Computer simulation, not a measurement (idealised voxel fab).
The following process module bears the name voxel self aligned vias.
Pictured: cross-section cut, 285 nm wide, on a grid of 5 nm square cells.
Cross-section spec: square-cell grid; bands listed top down; each band is one or more rows.
This entry defines a band. It first specifies the height of the band's top and the height of its bottom in nm, and then specifies the band's materials from left to right, stating each material with its width in nm. The word "full width" identifies a single material that fills the band from edge to edge, while the word "air" identifies empty space.
Height reference: 0 = level under which incoming wafer is all one material. Lowest band: no bottom, runs on downward, e.g. "0 -> down".
The width entry "30->40" should be interpreted row by row: the top row of cells in the band takes the first number, the bottom row takes the second number, and the change between adjacent rows is uniform throughout.
"stayed the same" -> step changed no cross-section cell.
Empty spaces without an open route to the top, at least 8 cells in extent, make up the entry "Sealed voids"; each is given as width x height at distance, where the distance is measured from the left edge, and all are in nm.
What comes after the settings on a step's line is commentary from the simulator itself on that step.
The optional step-line setting "overlay nm" applies to steps with a mask and quantifies how far to the right of its planned location the mask lay, a negative value indicating leftward placement.

# So here's the lineup of process steps we planned
1: RECEIVE | material Si
2: CONFORMAL_DEP | material SiO2 | thk nm 15
3: CONFORMAL_DEP | material SiCN | thk nm 5
4: DIRECTIONAL_DEP | material lowk | thk nm 30
5: DIRECTIONAL_DEP | material aC | thk nm 10
6: PATTERN | tone open | mask id LINES | material resist | width nm 30 | pitch nm 55 | thk nm 25 | overlay nm 0
7: DIRECTIONAL_ETCH | etch materials aC | depth nm 10
8: STRIP | etch materials resist
9: DIRECTIONAL_ETCH | etch materials lowk | depth nm 30
10: STRIP | etch materials aC
11: CONFORMAL_DEP | material TiN | thk nm 5
12: FILL_DEP | material W | thk nm 10
13: CMP | height nm 50
14: SELECTIVE_ETCH | etch materials W Ru TiN | depth nm 5
15: FILL_DEP | material SiN | thk nm 5
16: CMP | height nm 50
17: DIRECTIONAL_DEP | material lowk | thk nm 20
18: PATTERN | tone open | mask id VIAS | material resist | width nm 40 | thk nm 20 | overlay nm 0
19: DIRECTIONAL_ETCH | etch materials lowk | depth nm 20
20: DIRECTIONAL_ETCH | etch materials SiN | depth nm 5
21: STRIP | etch materials resist
22: CONFORMAL_DEP | material TiN | thk nm 5
23: FILL_DEP | material W | thk nm 10
24: CMP | height nm 70
25: CONFORMAL_DEP | material SiN | thk nm 5

# The first of the two wafers, which ran as planned

# Cross-section of the incoming wafer, state after step 1
0 -> down = Si full width
Sealed voids: none

# How the wafer stands in section after step 2
15 -> 0 = SiO2 full width
At heights below 0, the structure remains unaltered.

# How the wafer stands in section after step 3
20 -> 15 = SiCN full width
At heights below 15, the structure remains unaltered.

# How the wafer stands in section after step 4
50 -> 20 = lowk full width
At heights below 20, the structure remains unaltered.

# How the wafer stands in section after step 5
60 -> 50 = aC full width
At heights below 50, the structure remains unaltered.

# How the wafer stands in section after step 6
85 -> 60 = resist 100 nm, air 30 nm, resist 25 nm, air 30 nm, resist 100 nm
At heights below 60, the structure remains unaltered.

# How the wafer stands in section after step 7
75 -> 60 = resist 100 nm, air 30 nm, resist 25 nm, air 30 nm, resist 100 nm
60 -> 50 = aC 100 nm, air 30 nm, aC 25 nm, air 30 nm, aC 100 nm
At heights below 50, the structure remains unaltered.

# How the wafer stands in section after step 8
60 -> 50 = aC 100 nm, air 30 nm, aC 25 nm, air 30 nm, aC 100 nm
At heights below 50, the structure remains unaltered.

# How the wafer stands in section after step 9
60 -> 50 = aC 100 nm, air 30 nm, aC 25 nm, air 30 nm, aC 100 nm
50 -> 20 = lowk 100 nm, air 30 nm, lowk 25 nm, air 30 nm, lowk 100 nm
At heights below 20, the structure remains unaltered.

# How the wafer stands in section after step 10
50 -> 20 = lowk 100 nm, air 30 nm, lowk 25 nm, air 30 nm, lowk 100 nm
At heights below 20, the structure remains unaltered.

# How the wafer stands in section after step 11
55 -> 50 = TiN 105 nm, air 20 nm, TiN 35 nm, air 20 nm, TiN 105 nm
50 -> 25 = lowk 100 nm, TiN 5 nm, air 20 nm, TiN 5 nm, lowk 25 nm, TiN 5 nm, air 20 nm, TiN 5 nm, lowk 100 nm
25 -> 20 = lowk 100 nm, TiN 30 nm, lowk 25 nm, TiN 30 nm, lowk 100 nm
At heights below 20, the structure remains unaltered.

# How the wafer stands in section after step 12
65 -> 55 = W full width
55 -> 50 = TiN 105 nm, W 20 nm, TiN 35 nm, W 20 nm, TiN 105 nm
50 -> 25 = lowk 100 nm, TiN 5 nm, W 20 nm, TiN 5 nm, lowk 25 nm, TiN 5 nm, W 20 nm, TiN 5 nm, lowk 100 nm
At heights below 25, the structure remains unaltered.

# How the wafer stands in section after step 13
50 -> 25 = lowk 100 nm, TiN 5 nm, W 20 nm, TiN 5 nm, lowk 25 nm, TiN 5 nm, W 20 nm, TiN 5 nm, lowk 100 nm
At heights below 25, the structure remains unaltered.

# How the wafer stands in section after step 14
50 -> 45 = lowk 100 nm, air 30 nm, lowk 25 nm, air 30 nm, lowk 100 nm
At heights below 45, the structure remains unaltered.

# How the wafer stands in section after step 15
55 -> 50 = SiN full width
50 -> 45 = lowk 100 nm, SiN 30 nm, lowk 25 nm, SiN 30 nm, lowk 100 nm
At heights below 45, the structure remains unaltered.

# How the wafer stands in section after step 16
50 -> 45 = lowk 100 nm, SiN 30 nm, lowk 25 nm, SiN 30 nm, lowk 100 nm
At heights below 45, the structure remains unaltered.

# How the wafer stands in section after step 17
70 -> 50 = lowk full width
At heights below 50, the structure remains unaltered.

# How the wafer stands in section after step 18
90 -> 70 = resist 95 nm, air 40 nm, resist 150 nm
At heights below 70, the structure remains unaltered.

# How the wafer stands in section after step 19
90 -> 70 = resist 95 nm, air 40 nm, resist 150 nm
70 -> 50 = lowk 95 nm, air 40 nm, lowk 150 nm
At heights below 50, the structure remains unaltered.

# How the wafer stands in section after step 20
90 -> 70 = resist 95 nm, air 40 nm, resist 150 nm
70 -> 50 = lowk 95 nm, air 40 nm, lowk 150 nm
50 -> 45 = lowk 100 nm, air 30 nm, lowk 25 nm, SiN 30 nm, lowk 100 nm
At heights below 45, the structure remains unaltered.

# How the wafer stands in section after step 21
70 -> 50 = lowk 95 nm, air 40 nm, lowk 150 nm
At heights below 50, the structure remains unaltered.

# How the wafer stands in section after step 22
75 -> 70 = TiN 100 nm, air 30 nm, TiN 155 nm
70 -> 55 = lowk 95 nm, TiN 5 nm, air 30 nm, TiN 5 nm, lowk 150 nm
55 -> 50 = lowk 95 nm, TiN 10 nm, air 20 nm, TiN 10 nm, lowk 150 nm
50 -> 45 = lowk 100 nm, TiN 30 nm, lowk 25 nm, SiN 30 nm, lowk 100 nm
At heights below 45, the structure remains unaltered.

# How the wafer stands in section after step 23
85 -> 75 = W full width
75 -> 70 = TiN 100 nm, W 30 nm, TiN 155 nm
70 -> 55 = lowk 95 nm, TiN 5 nm, W 30 nm, TiN 5 nm, lowk 150 nm
55 -> 50 = lowk 95 nm, TiN 10 nm, W 20 nm, TiN 10 nm, lowk 150 nm
At heights below 50, the structure remains unaltered.

# How the wafer stands in section after step 24
70 -> 55 = lowk 95 nm, TiN 5 nm, W 30 nm, TiN 5 nm, lowk 150 nm
At heights below 55, the structure remains unaltered.

# How the wafer stands in section after step 25
75 -> 70 = SiN full width
At heights below 70, the structure remains unaltered.

# Regarding the second of the two wafers: it shared the first wafer's starting condition and process plan, yet one error occurred during its execution. Its history coincides with that of the first wafer up to and including step 2

Look at the second wafer in cross-section at the time step 3 ought to have finished: stayed the same

# Look at the second wafer in cross-section at the time step 4 ought to have finished
45 -> 15 = lowk full width
At heights below 15, the structure remains unaltered.

# Look at the second wafer in cross-section at the time step 5 ought to have finished
55 -> 45 = aC full width
At heights below 45, the structure remains unaltered.

# Look at the second wafer in cross-section at the time step 6 ought to have finished
80 -> 55 = resist 100 nm, air 30 nm, resist 25 nm, air 30 nm, resist 100 nm
At heights below 55, the structure remains unaltered.

# Look at the second wafer in cross-section at the time step 7 ought to have finished
70 -> 55 = resist 100 nm, air 30 nm, resist 25 nm, air 30 nm, resist 100 nm
55 -> 45 = aC 100 nm, air 30 nm, aC 25 nm, air 30 nm, aC 100 nm
At heights below 45, the structure remains unaltered.

# Look at the second wafer in cross-section at the time step 8 ought to have finished
55 -> 45 = aC 100 nm, air 30 nm, aC 25 nm, air 30 nm, aC 100 nm
At heights below 45, the structure remains unaltered.

# Look at the second wafer in cross-section at the time step 9 ought to have finished
55 -> 45 = aC 100 nm, air 30 nm, aC 25 nm, air 30 nm, aC 100 nm
45 -> 15 = lowk 100 nm, air 30 nm, lowk 25 nm, air 30 nm, lowk 100 nm
At heights below 15, the structure remains unaltered.

# Look at the second wafer in cross-section at the time step 10 ought to have finished
45 -> 15 = lowk 100 nm, air 30 nm, lowk 25 nm, air 30 nm, lowk 100 nm
At heights below 15, the structure remains unaltered.

# Look at the second wafer in cross-section at the time step 11 ought to have finished
50 -> 45 = TiN 105 nm, air 20 nm, TiN 35 nm, air 20 nm, TiN 105 nm
45 -> 20 = lowk 100 nm, TiN 5 nm, air 20 nm, TiN 5 nm, lowk 25 nm, TiN 5 nm, air 20 nm, TiN 5 nm, lowk 100 nm
20 -> 15 = lowk 100 nm, TiN 30 nm, lowk 25 nm, TiN 30 nm, lowk 100 nm
At heights below 15, the structure remains unaltered.

# Look at the second wafer in cross-section at the time step 12 ought to have finished
60 -> 50 = W full width
50 -> 45 = TiN 105 nm, W 20 nm, TiN 35 nm, W 20 nm, TiN 105 nm
45 -> 20 = lowk 100 nm, TiN 5 nm, W 20 nm, TiN 5 nm, lowk 25 nm, TiN 5 nm, W 20 nm, TiN 5 nm, lowk 100 nm
At heights below 20, the structure remains unaltered.

# Look at the second wafer in cross-section at the time step 13 ought to have finished
50 -> 45 = TiN 105 nm, W 20 nm, TiN 35 nm, W 20 nm, TiN 105 nm
At heights below 45, the structure remains unaltered.

# Look at the second wafer in cross-section at the time step 14 ought to have finished
45 -> 20 = lowk 100 nm, TiN 5 nm, W 20 nm, TiN 5 nm, lowk 25 nm, TiN 5 nm, W 20 nm, TiN 5 nm, lowk 100 nm
At heights below 20, the structure remains unaltered.

# Look at the second wafer in cross-section at the time step 15 ought to have finished
50 -> 45 = SiN full width
At heights below 45, the structure remains unaltered.

Look at the second wafer in cross-section at the time step 16 ought to have finished: stayed the same

# Look at the second wafer in cross-section at the time step 17 ought to have finished
70 -> 50 = lowk full width
At heights below 50, the structure remains unaltered.

# Look at the second wafer in cross-section at the time step 18 ought to have finished
90 -> 70 = resist 95 nm, air 40 nm, resist 150 nm
At heights below 70, the structure remains unaltered.

# Look at the second wafer in cross-section at the time step 19 ought to have finished
90 -> 70 = resist 95 nm, air 40 nm, resist 150 nm
70 -> 50 = lowk 95 nm, air 40 nm, lowk 150 nm
At heights below 50, the structure remains unaltered.

# Look at the second wafer in cross-section at the time step 20 ought to have finished
90 -> 70 = resist 95 nm, air 40 nm, resist 150 nm
70 -> 50 = lowk 95 nm, air 40 nm, lowk 150 nm
50 -> 45 = SiN 95 nm, air 40 nm, SiN 150 nm
At heights below 45, the structure remains unaltered.

# Look at the second wafer in cross-section at the time step 21 ought to have finished
70 -> 50 = lowk 95 nm, air 40 nm, lowk 150 nm
At heights below 50, the structure remains unaltered.

# Look at the second wafer in cross-section at the time step 22 ought to have finished
75 -> 70 = TiN 100 nm, air 30 nm, TiN 155 nm
70 -> 50 = lowk 95 nm, TiN 5 nm, air 30 nm, TiN 5 nm, lowk 150 nm
50 -> 45 = SiN 95 nm, TiN 40 nm, SiN 150 nm
At heights below 45, the structure remains unaltered.

# Look at the second wafer in cross-section at the time step 23 ought to have finished
85 -> 75 = W full width
75 -> 70 = TiN 100 nm, W 30 nm, TiN 155 nm
70 -> 50 = lowk 95 nm, TiN 5 nm, W 30 nm, TiN 5 nm, lowk 150 nm
At heights below 50, the structure remains unaltered.

# Look at the second wafer in cross-section at the time step 24 ought to have finished
70 -> 50 = lowk 95 nm, TiN 5 nm, W 30 nm, TiN 5 nm, lowk 150 nm
At heights below 50, the structure remains unaltered.

# Look at the second wafer in cross-section at the time step 25 ought to have finished
75 -> 70 = SiN full width
At heights below 70, the structure remains unaltered.
What went wrong in running the wafer? plan step 3: skipped, not run
The closing comparison, in cells, has the second wafer with more or fewer of some materials than the first: SiCN: 57 fewer, SiN: 43 more, TiN: 4 more, W: 10 more
